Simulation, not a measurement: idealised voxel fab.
process module | voxel self aligned contacts
cross-section cut | 285 nm wide | cells 5 nm
A cross-section is a grid of square cells, given in bands from the top down. A band is one or more rows of cells.
Each band's line starts with the height of the band's top and of its bottom, in nm. Then come its materials from left to right, each with its width in nm. One material with "throughout" fills the band from edge to edge. "air" is empty space.
Height 0 is the level under which the wafer as received is all one material. The lowest band goes on downwards, as in "0 down".
A width such as "30 to 40" changes by the same amount from each row of cells to the next, from the band's top row to its bottom row.
"no change" after a step means that no cell of the cross-section changed.
closed voids: empty space of 8 cells or more with no open way to the top, each as width x height at its distance from the left edge, in nm
after a step's settings: what the simulator itself notes on the step
overlay nm, on a step with a mask: how far to the right of its planned place the mask lay; to the left if negative
plan
1 op RECEIVE | material Si
2 op OXIDIZE | depth nm 5
3 op DIRECTIONAL_DEP | material polySi | thk nm 30
4 op DIRECTIONAL_DEP | material SiN | thk nm 20
5 op DIRECTIONAL_DEP | material aC | thk nm 15
6 op PATTERN | tone cover | mask id GATE | material resist | width nm 25 | pitch nm 60 | thk nm 30 | overlay nm 0
7 op DIRECTIONAL_ETCH | etch materials aC | depth nm 15
8 op STRIP | etch materials resist
9 op DIRECTIONAL_ETCH | etch materials SiN | depth nm 20
10 op DIRECTIONAL_ETCH | etch materials polySi | depth nm 30
11 op STRIP | etch materials aC
12 op CONFORMAL_DEP | material SiN | thk nm 10
13 op DIRECTIONAL_ETCH | etch materials SiN | depth nm 10
14 op FILL_DEP | material SiO2 | thk nm 15
15 op CMP | height nm 55
16 op MASKED_ETCH | tone open | mask id CONTACT | width nm 45 | pitch nm 60 | etch materials SiO2 | depth nm 60 | overlay nm 0
17 op CONFORMAL_DEP | material TiN | thk nm 5
18 op FILL_DEP | material Ru | thk nm 10
19 op CMP | height nm 55
20 op CONFORMAL_DEP | material SiN | thk nm 5
as received, after step 1
  0 down: Si throughout
  closed voids: none
first wafer at the end, as planned
  60 to 55: SiN throughout
  55 to 50: SiO2 90 | TiN 20 | Ru 5 | TiN 20 | SiO2 15 | TiN 20 | Ru 5 | TiN 20 | SiO2 90
  50 to 30: SiO2 60 | SiN 45 | TiN 5 | Ru 5 | TiN 5 | SiN 45 | TiN 5 | Ru 5 | TiN 5 | SiN 45 | SiO2 60
  30 to 0: SiO2 60 | SiN 10 | polySi 25 | SiN 10 | TiN 5 | Ru 5 | TiN 5 | SiN 10 | polySi 25 | SiN 10 | TiN 5 | Ru 5 | TiN 5 | SiN 10 | polySi 25 | SiN 10 | SiO2 60
  0 to -5: SiO2 105 | TiN 15 | SiO2 45 | TiN 15 | SiO2 105
  -5 down: Si throughout
  closed voids: none
second wafer at the end: like start, like plan, one mistake
  60 to 55: SiN throughout
  55 to 50: SiO2 90 | TiN 45 | SiO2 15 | TiN 45 | SiO2 90
  50 to 30: SiN 80 | SiO2 5 | SiN 55 | SiO2 5 | SiN 55 | SiO2 5 | SiN 80
  30 to 0: polySi 70 | SiN 10 | SiO2 5 | SiN 10 | polySi 35 | SiN 10 | SiO2 5 | SiN 10 | polySi 35 | SiN 10 | SiO2 5 | SiN 10 | polySi 70
  0 to -5: SiO2 throughout
  -5 down: Si throughout
  closed voids: none
what went wrong: step 6 ran as: op PATTERN | tone open | mask id GATE | material resist | width nm 25 | pitch nm 60 | thk nm 30 | overlay nm 0
at the end the second wafer has, in cells: 22 fewer of Ru | 108 more of SiN | 204 fewer of SiO2 | 44 fewer of TiN | 162 more of polySi
